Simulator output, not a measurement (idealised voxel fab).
Documented hereafter: the process module known as voxel wiring stack.
Displayed cross-section: cut, width of 295 nm, square cells sized 5 nm.
Cross-sections here: square-cell grids, written as top-down lists of bands, a band being one or more rows of cells.
First you get the band's top height and its bottom height, in nm, and then the materials it's made of, left to right, with each width in nm. If you see a single material with "full width", that one covers the band edge to edge. "air" is empty space.
Heights are expressed relative to 0, this being the level below which the as-received wafer comprises one material exclusively. The lowest band is unbounded in the downward direction and is denoted as in "0 nm and below".
So if you see something like "30 to 40" for the width, read it as the top row of the band sitting at the first number and the bottom row at the second, with every row in between moving by the same amount as the last.
"nothing different", as given for a step, is the statement that not any cell of the cross-section underwent a change during that step.
If an empty space has no open way to the top and is at least 8 cells in size, "Entrapped void list" lists it, written width x height at distance, where distance is measured from the left edge and every value is in nm.
Post-settings text on a step line: simulator's own remark regarding the step.
You can add "overlay nm" to a step's line. For a step with a mask, it describes how far the mask lay to the right of its planned position, and a negative number describes a lay to the left.
[Planned step list for the process]
1,op RECEIVE | material Si
2,op CONFORMAL_DEP | material SiO2 | thk nm 15
3,op CONFORMAL_DEP | material SiN | thk nm 5
4,op DIRECTIONAL_DEP | material lowk | thk nm 15
5,op PATTERN | tone open | mask id METAL_1 | material resist | width nm 25 | pitch nm 55 | thk nm 15 | overlay nm 0
6,op DIRECTIONAL_ETCH | etch materials lowk | depth nm 15
7,op DIRECTIONAL_ETCH | etch materials SiN | depth nm 5
8,op STRIP | etch materials resist
9,op CONFORMAL_DEP | material TiN | thk nm 5
10,op FILL_DEP | material Cu | thk nm 10
11,op CMP | height nm 35
12,op CONFORMAL_DEP | material SiCN | thk nm 5
13,op DIRECTIONAL_DEP | material lowk | thk nm 10
14,op PATTERN | tone open | mask id PLUG_1 | material resist | width nm 15 | pitch nm 55 | thk nm 20 | overlay nm 0
15,op DIRECTIONAL_ETCH | etch materials lowk | depth nm 10
16,op DIRECTIONAL_ETCH | etch materials SiCN | depth nm 5
17,op STRIP | etch materials resist
18,op EPI | material Ru | thk nm 10
19,op EPI | material Ru | thk nm 5
20,op CONFORMAL_DEP | material SiCN | thk nm 5
21,op DIRECTIONAL_DEP | material SiO2 | thk nm 25
22,op PATTERN | tone open | mask id METAL_2 | material resist | width nm 25 | pitch nm 55 | thk nm 15 | overlay nm 0
23,op DIRECTIONAL_ETCH | etch materials SiO2 | depth nm 25
24,op DIRECTIONAL_ETCH | etch materials SiCN | depth nm 5
25,op STRIP | etch materials resist
26,op CONFORMAL_DEP | material TiN | thk nm 5
27,op FILL_DEP | material Ru | thk nm 5
28,op CMP | height nm 80
29,op CONFORMAL_DEP | material SiCN | thk nm 5
30,op DIRECTIONAL_DEP | material SiO2 | thk nm 20
31,op MASKED_ETCH | tone open | mask id PLUG_2 | width nm 15 | pitch nm 110 | etch materials SiO2 | depth nm 20 | overlay nm 0
32,op MASKED_ETCH | tone open | mask id PLUG_2 | width nm 15 | pitch nm 110 | etch materials SiCN | depth nm 5 | overlay nm 0
33,op EPI | material Ru | thk nm 10
34,op EPI | material Ru | thk nm 10
35,op EPI | material Ru | thk nm 5
36,op CONFORMAL_DEP | material SiCN | thk nm 5
37,op DIRECTIONAL_DEP | material lowk | thk nm 20
38,op MASKED_ETCH | tone open | mask id METAL_3 | width nm 25 | pitch nm 55 | etch materials lowk | depth nm 20 | overlay nm 0
39,op MASKED_ETCH | tone open | mask id METAL_3 | width nm 25 | pitch nm 55 | etch materials SiCN | depth nm 5 | overlay nm 0
40,op CONFORMAL_DEP | material TiN | thk nm 5
41,op FILL_DEP | material W | thk nm 10
42,op CMP | height nm 130
43,op CONFORMAL_DEP | material SiCN | thk nm 5
44,op DIRECTIONAL_DEP | material SiO2 | thk nm 35
45,op MASKED_ETCH | tone open | mask id METAL_4_HOLES | width nm 15 | pitch nm 55 | etch materials SiO2 | depth nm 35 | overlay nm 0
46,op PATTERN | tone open | mask id METAL_4 | material resist | width nm 25 | pitch nm 55 | thk nm 20 | overlay nm 0
47,op DIRECTIONAL_ETCH | etch materials SiO2 | depth nm 20
48,op DIRECTIONAL_ETCH | etch materials SiCN | depth nm 5
49,op STRIP | etch materials resist
50,op CONFORMAL_DEP | material TiN | thk nm 5
51,op FILL_DEP | material Ru | thk nm 10
52,op CMP | height nm 170
53,op CONFORMAL_DEP | material SiCN | thk nm 5
[Cross-section of the wafer at receipt, which is the condition after step 1]
* 0 nm and below = Si full width
* Entrapped void list: none
[First of two wafers at the end of the module, shown in cross-section; run carried out as planned]
* 175 nm to 170 nm = SiCN full width
* 170 nm to 155 nm = SiO2 80 nm, TiN 5 nm, Ru 15 nm, TiN 5 nm, SiO2 30 nm, TiN 5 nm, Ru 15 nm, TiN 5 nm, SiO2 30 nm, TiN 5 nm, Ru 15 nm, TiN 5 nm, SiO2 80 nm
* 155 nm to 150 nm = SiO2 80 nm, TiN 5 nm, Ru 5 nm, TiN 15 nm, SiO2 30 nm, TiN 5 nm, Ru 5 nm, TiN 15 nm, SiO2 30 nm, TiN 5 nm, Ru 5 nm, TiN 15 nm, SiO2 80 nm
* 150 nm to 135 nm = SiO2 80 nm, TiN 5 nm, Ru 5 nm, TiN 5 nm, SiO2 40 nm, TiN 5 nm, Ru 5 nm, TiN 5 nm, SiO2 40 nm, TiN 5 nm, Ru 5 nm, TiN 5 nm, SiO2 90 nm
* 135 nm to 130 nm = SiCN 80 nm, TiN 15 nm, SiCN 40 nm, TiN 15 nm, SiCN 40 nm, TiN 15 nm, SiCN 90 nm
* 130 nm to 110 nm = lowk 80 nm, TiN 5 nm, W 15 nm, TiN 5 nm, lowk 30 nm, TiN 5 nm, W 15 nm, TiN 5 nm, lowk 30 nm, TiN 5 nm, W 15 nm, TiN 5 nm, lowk 80 nm
* 110 nm to 105 nm = SiCN 80 nm, TiN 25 nm, SiCN 30 nm, TiN 25 nm, SiCN 30 nm, TiN 25 nm, SiCN 80 nm
* 105 nm to 85 nm = SiO2 80 nm, Ru 15 nm, SiO2 95 nm, Ru 15 nm, SiO2 90 nm
* 85 nm to 80 nm = SiCN 80 nm, Ru 15 nm, SiCN 95 nm, Ru 15 nm, SiCN 90 nm
* 80 nm to 55 nm = SiO2 80 nm, TiN 5 nm, Ru 15 nm, TiN 5 nm, SiO2 30 nm, TiN 5 nm, Ru 15 nm, TiN 5 nm, SiO2 30 nm, TiN 5 nm, Ru 15 nm, TiN 5 nm, SiO2 80 nm
* 55 nm to 50 nm = SiCN 80 nm, TiN 25 nm, SiCN 30 nm, TiN 25 nm, SiCN 30 nm, TiN 25 nm, SiCN 80 nm
* 50 nm to 40 nm = lowk 80 nm, Ru 15 nm, lowk 40 nm, Ru 15 nm, lowk 40 nm, Ru 15 nm, lowk 90 nm
* 40 nm to 35 nm = SiCN 80 nm, Ru 15 nm, SiCN 40 nm, Ru 15 nm, SiCN 40 nm, Ru 15 nm, SiCN 90 nm
* 35 nm to 20 nm = lowk 80 nm, TiN 5 nm, Cu 15 nm, TiN 5 nm, lowk 30 nm, TiN 5 nm, Cu 15 nm, TiN 5 nm, lowk 30 nm, TiN 5 nm, Cu 15 nm, TiN 5 nm, lowk 80 nm
* 20 nm to 15 nm = SiN 80 nm, TiN 25 nm, SiN 30 nm, TiN 25 nm, SiN 30 nm, TiN 25 nm, SiN 80 nm
* 15 nm to 0 nm = SiO2 full width
* 0 nm and below = Si full width
* Entrapped void list: none
[Module end: cross-section of wafer two of two. Same start and process plan as the first wafer. One mistake during execution]
* 175 nm to 170 nm = SiCN full width
* 170 nm to 155 nm = SiO2 80 nm, TiN 5 nm, Ru 15 nm, TiN 5 nm, SiO2 30 nm, TiN 5 nm, Ru 15 nm, TiN 5 nm, SiO2 30 nm, TiN 5 nm, Ru 15 nm, TiN 5 nm, SiO2 80 nm
* 155 nm to 150 nm = SiO2 80 nm, TiN 5 nm, Ru 5 nm, TiN 15 nm, SiO2 30 nm, TiN 5 nm, Ru 5 nm, TiN 15 nm, SiO2 30 nm, TiN 5 nm, Ru 5 nm, TiN 15 nm, SiO2 80 nm
* 150 nm to 135 nm = SiO2 80 nm, TiN 5 nm, Ru 5 nm, TiN 5 nm, SiO2 40 nm, TiN 5 nm, Ru 5 nm, TiN 5 nm, SiO2 40 nm, TiN 5 nm, Ru 5 nm, TiN 5 nm, SiO2 90 nm
* 135 nm to 130 nm = SiCN 80 nm, TiN 15 nm, SiCN 40 nm, TiN 15 nm, SiCN 40 nm, TiN 15 nm, SiCN 90 nm
* 130 nm to 110 nm = lowk 80 nm, TiN 5 nm, W 15 nm, TiN 5 nm, lowk 30 nm, TiN 5 nm, W 15 nm, TiN 5 nm, lowk 30 nm, TiN 5 nm, W 15 nm, TiN 5 nm, lowk 80 nm
* 110 nm to 105 nm = SiCN 80 nm, TiN 25 nm, SiCN 30 nm, TiN 25 nm, SiCN 30 nm, TiN 25 nm, SiCN 80 nm
* 105 nm to 85 nm = SiO2 80 nm, Ru 15 nm, SiO2 95 nm, Ru 15 nm, SiO2 90 nm
* 85 nm to 80 nm = SiCN 80 nm, Ru 15 nm, SiCN 95 nm, Ru 15 nm, SiCN 90 nm
* 80 nm to 55 nm = SiO2 80 nm, TiN 5 nm, Ru 15 nm, TiN 5 nm, SiO2 30 nm, TiN 5 nm, Ru 15 nm, TiN 5 nm, SiO2 30 nm, TiN 5 nm, Ru 15 nm, TiN 5 nm, SiO2 80 nm
* 55 nm to 50 nm = SiCN 80 nm, TiN 25 nm, SiCN 30 nm, TiN 25 nm, SiCN 30 nm, TiN 25 nm, SiCN 80 nm
* 50 nm to 40 nm = lowk 80 nm, Ru 15 nm, lowk 40 nm, Ru 15 nm, lowk 40 nm, Ru 15 nm, lowk 90 nm
* 40 nm to 35 nm = SiCN 80 nm, Ru 15 nm, SiCN 40 nm, Ru 15 nm, SiCN 40 nm, Ru 15 nm, SiCN 90 nm
* 35 nm to 30 nm = TiN 85 nm, Cu 15 nm, TiN 40 nm, Cu 15 nm, TiN 40 nm, Cu 15 nm, TiN 85 nm
* 30 nm to 20 nm = lowk 80 nm, TiN 5 nm, Cu 15 nm, TiN 5 nm, lowk 30 nm, TiN 5 nm, Cu 15 nm, TiN 5 nm, lowk 30 nm, TiN 5 nm, Cu 15 nm, TiN 5 nm, lowk 80 nm
* 20 nm to 15 nm = lowk 80 nm, TiN 25 nm, lowk 30 nm, TiN 25 nm, lowk 30 nm, TiN 25 nm, lowk 80 nm
* 15 nm to 0 nm = SiO2 full width
* 0 nm and below = Si full width
* Entrapped void list: none
What broke from the plan during processing? the run left out plan step 3 entirely, so it was never executed
Count the cells at the end and the second wafer has more or fewer of some materials than the first: -44 SiN, +44 TiN
